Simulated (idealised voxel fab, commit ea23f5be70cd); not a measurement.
Process module in this document: voxel transistor to metal
Square cells of 5 nm make up the cross-section cut, whose width is 165 nm.
Just so we're on the same page, the cross-sections are grids of square cells, and they're listed out in bands top to bottom, each band one or more rows deep. Basically the band line says how high the top is and how high the bottom is, in nm, and then what's in it from left to right, every material with its width in nm. Empty space shows up as "air", and if a single material carries "everywhere" it runs the full band edge to edge. Height is counted from the level 0, under which the received wafer is composed throughout of one material. The lowest of the bands is not closed at the bottom but continues downward, in the notation "0..down". Width: "30->40" (first number = top row, second number = bottom row, same change from row to row of cells). Basically "nothing different" means that step didn't change any cell in the cross-section. "Entrapped void list" lists enclosed empty spaces (at least 8 cells, no open path upward to the top), each as width x height at distance from the left edge, in nm. after a step's settings: what the simulator itself notes on the step. overlay nm: step with mask; distance mask lay right of planned place; negative value = left of planned place.

**Steps planned for the process**
1) RECEIVE with material Si
2) OXIDIZE with depth nm 5
3) CONFORMAL_DEP with material SiN, thk nm 15
4) DIRECTIONAL_DEP with material aC, thk nm 10
5) PATTERN with tone cover, mask id ACTIVE, material resist, width nm 110, thk nm 25, overlay nm 0
6) DIRECTIONAL_ETCH with etch materials aC, depth nm 10
7) STRIP with etch materials resist
8) DIRECTIONAL_ETCH with etch materials SiN, depth nm 15
9) DIRECTIONAL_ETCH with etch materials SiO2, depth nm 5
10) DIRECTIONAL_ETCH with etch materials Si, depth nm 25
11) STRIP with etch materials aC
12) FILL_DEP with material SiO2, thk nm 5
13) CMP with height nm 15
14) SELECTIVE_ETCH with etch materials SiO2, depth nm 10
15) STRIP with etch materials SiN
16) SELECTIVE_ETCH with etch materials SiO2, depth nm 5
17) OXIDIZE with depth nm 5
18) DIRECTIONAL_DEP with material polySi, thk nm 30
19) DIRECTIONAL_DEP with material SiCN, thk nm 15
20) MASKED_ETCH with tone cover, mask id GATE, width nm 20, etch materials SiCN, depth nm 25, overlay nm 0
21) MASKED_ETCH with tone cover, mask id GATE, width nm 20, etch materials polySi, depth nm 40, overlay nm 0
22) CONFORMAL_DEP with material SiO2, thk nm 5
23) DIRECTIONAL_ETCH with etch materials SiO2, depth nm 5
24) CONFORMAL_DEP with material SiN, thk nm 10
25) DIRECTIONAL_ETCH with etch materials SiN, depth nm 10
26) DIRECTIONAL_ETCH with etch materials SiO2, depth nm 5
27) EPI with material pSi, thk nm 5
28) FILL_DEP with material SiO2, thk nm 5
29) CMP with height nm 40
30) DIRECTIONAL_DEP with material SiO2, thk nm 15
31) PATTERN with tone open, mask id CONTACT, material resist, width nm 20, pitch nm 80, thk nm 20, overlay nm 0
32) DIRECTIONAL_ETCH with etch materials SiO2, depth nm 60
33) STRIP with etch materials resist
34) CONFORMAL_DEP with material TiN, thk nm 5
35) FILL_DEP with material Ru, thk nm 5
36) CMP with height nm 55
37) DIRECTIONAL_DEP with material TiN, thk nm 5
38) DIRECTIONAL_DEP with material W, thk nm 15
39) PATTERN with tone cover, mask id METAL_1, material resist, width nm 20, pitch nm 80, thk nm 20, overlay nm 0
40) DIRECTIONAL_ETCH with etch materials W, depth nm 15
41) DIRECTIONAL_ETCH with etch materials TiN, depth nm 5
42) STRIP with etch materials resist
43) FILL_DEP with material SiO2, thk nm 10
44) CMP with height nm 75
45) CONFORMAL_DEP with material SiCN, thk nm 5
46) DIRECTIONAL_DEP with material lowk, thk nm 30
47) PATTERN with tone open, mask id METAL_2_HOLES, material resist, width nm 15, pitch nm 80, thk nm 15, overlay nm 0
48) DIRECTIONAL_ETCH with etch materials lowk, depth nm 30
49) STRIP with etch materials resist
50) DIRECTIONAL_DEP with material aC, thk nm 10
51) PATTERN with tone open, mask id METAL_2, material resist, width nm 20, pitch nm 80, thk nm 30, overlay nm 0
52) DIRECTIONAL_ETCH with etch materials aC, depth nm 10
53) STRIP with etch materials resist
54) DIRECTIONAL_ETCH with etch materials lowk, depth nm 15
55) DIRECTIONAL_ETCH with etch materials SiCN, depth nm 5
56) STRIP with etch materials aC
57) CONFORMAL_DEP with material TiN, thk nm 5
58) FILL_DEP with material Cu, thk nm 10
59) CMP with height nm 110
60) CONFORMAL_DEP with material SiN, thk nm 5

**as received, after step 1**
* 0..down | Si everywhere
* Entrapped void list: none

**The first of two wafers, cross-sectioned at the end of the module, with the run proceeding as planned**
* 115..110 | SiN everywhere
* 110..100 | lowk 30, TiN 5, Cu 10, TiN 5, lowk 60, TiN 5, Cu 10, TiN 5, lowk 35
* 100..95 | lowk 30, TiN 5, Cu 5, TiN 10, lowk 60, TiN 5, Cu 5, TiN 10, lowk 35
* 95..80 | lowk 30, TiN 5, Cu 5, TiN 5, lowk 65, TiN 5, Cu 5, TiN 5, lowk 40
* 80..75 | SiCN 30, TiN 15, SiCN 65, TiN 15, SiCN 40
* 75..60 | SiO2 30, W 20, SiO2 60, W 20, SiO2 35
* 60..55 | SiO2 30, TiN 20, SiO2 60, TiN 20, SiO2 35
* 55..40 | SiO2 30, TiN 5, Ru 10, TiN 5, SiO2 60, TiN 5, Ru 10, TiN 5, SiO2 35
* 40..25 | SiO2 30, TiN 5, Ru 10, TiN 5, SiO2 5, SiN 10, SiO2 5, SiCN 20, SiO2 5, SiN 10, SiO2 5, TiN 5, Ru 10, TiN 5, SiO2 35
* 25..5 | SiO2 30, TiN 5, Ru 10, TiN 5, SiO2 5, SiN 10, SiO2 5, polySi 20, SiO2 5, SiN 10, SiO2 5, TiN 5, Ru 10, TiN 5, SiO2 35
* 5..0 | SiO2 30, TiN 10, Ru 5, TiN 5, SiO2 5, SiN 10, SiO2 5, polySi 20, SiO2 5, SiN 10, SiO2 5, TiN 5, Ru 5, TiN 10, SiO2 35
* 0..-5 | SiO2 25, SiN 10, TiN 15, SiO2 5, SiN 10, SiO2 5, polySi 20, SiO2 5, SiN 10, SiO2 5, TiN 15, SiN 10, SiO2 30
* -5..-10 | SiO2 35, pSi 20, SiO2 50, pSi 20, SiO2 40
* -10..-30 | SiO2 25, Si 110, SiO2 30
* -30..down | Si everywhere
* Entrapped void list: none

**The second wafer, shown in cross-section after the module: started the same way as the first and given the same plan, yet one mistake crept into how it was run**
* 115..110 | SiN everywhere
* 110..105 | SiCN 30, TiN 20, SiCN 60, TiN 20, SiCN 35
* 105..75 | lowk everywhere
* 75..60 | SiO2 30, W 20, SiO2 60, W 20, SiO2 35
* 60..55 | SiO2 30, TiN 20, SiO2 60, TiN 20, SiO2 35
* 55..40 | SiO2 30, TiN 5, Ru 10, TiN 5, SiO2 60, TiN 5, Ru 10, TiN 5, SiO2 35
* 40..25 | SiO2 30, TiN 5, Ru 10, TiN 5, SiO2 5, SiN 10, SiO2 5, SiCN 20, SiO2 5, SiN 10, SiO2 5, TiN 5, Ru 10, TiN 5, SiO2 35
* 25..5 | SiO2 30, TiN 5, Ru 10, TiN 5, SiO2 5, SiN 10, SiO2 5, polySi 20, SiO2 5, SiN 10, SiO2 5, TiN 5, Ru 10, TiN 5, SiO2 35
* 5..0 | SiO2 30, TiN 10, Ru 5, TiN 5, SiO2 5, SiN 10, SiO2 5, polySi 20, SiO2 5, SiN 10, SiO2 5, TiN 5, Ru 5, TiN 10, SiO2 35
* 0..-5 | SiO2 25, SiN 10, TiN 15, SiO2 5, SiN 10, SiO2 5, polySi 20, SiO2 5, SiN 10, SiO2 5, TiN 15, SiN 10, SiO2 30
* -5..-10 | SiO2 35, pSi 20, SiO2 50, pSi 20, SiO2 40
* -10..-30 | SiO2 25, Si 110, SiO2 30
* -30..down | Si everywhere
* Entrapped void list: none
What was done differently from what was planned? so 45 and 46 got swapped relative to the plan, each ran where the other was supposed to
Final difference in cells, second wafer against first, listed per material as more or fewer: -16 Cu | -2 SiCN | -24 TiN | +42 lowk
